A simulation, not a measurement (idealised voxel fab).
Process module under the name voxel local oxidation
Cross-section cut spans 300 nm and uses square cells 5 nm in size.
Bands, listed from the top down, are how a cross-section gets written in this document; the cross-section itself is a grid of square cells, and a band is one or more rows of them.
Per band: top height and bottom height in nm, followed by the left-to-right materials and their widths in nm; "edge to edge" marks a single material spanning edge to edge, "blank" marks empty space.
Measure heights from 0. That's the level where, below it, the as-received wafer is all one material. The lowest band is bottomless and extends downward; write it as in "0 -> down".
Width "30->40": first value at the band's top row of cells, second value at its bottom row, equal change from row to row.
What does "stayed the same" mean for a step? It means no cell of the cross-section changed in that step.
Basically, "Fully enclosed voids" tells you about the enclosed voids: empty spaces with no open way to the top, 8 cells or bigger, each written width x height at distance, where distance is from the left edge, all in nm.
If you see something after the settings on a step's line, that's the simulator's own remark about that step.
overlay nm: mask right of planned place by this much (step with mask). Neg. = left.

-- These are the steps we planned for the process
| 1 | op RECEIVE | material Si |
| 2 | op CONFORMAL_DEP | material SiO2 | thk nm 5 |
| 3 | op CONFORMAL_DEP | material SiN | thk nm 15 |
| 4 | op PATTERN | tone cover | mask id ACTIVE | material resist | width nm 105 | thk nm 20 | overlay nm 0 |
| 5 | op DIRECTIONAL_ETCH | etch materials SiN | depth nm 15 |
| 6 | op STRIP | etch materials resist |
| 7 | op SELECTIVE_ETCH | etch materials SiO2 | depth nm 5 |
| 8 | op OXIDIZE | depth nm 10 |
| 9 | op STRIP | etch materials SiN |

-- This is the cross-section of the wafer as we received it, i.e. after step 1
  0 -> down | Si edge to edge
  Fully enclosed voids: none

-- The module was run from the start shown above using the plan shown above, but one mistake was made doing it; the resulting wafer cross-section is below
  5 -> 0 | blank: 105, SiO2: 90, blank: 105
  0 -> -10 | SiO2: 115, Si: 70, SiO2: 115
  -10 -> down | Si edge to edge
  Fully enclosed voids: none
Processing error: planned and actual differ for step 4; actual: op PATTERN | tone cover | mask id ACTIVE | material resist | width nm 100 | thk nm 20 | overlay nm 0
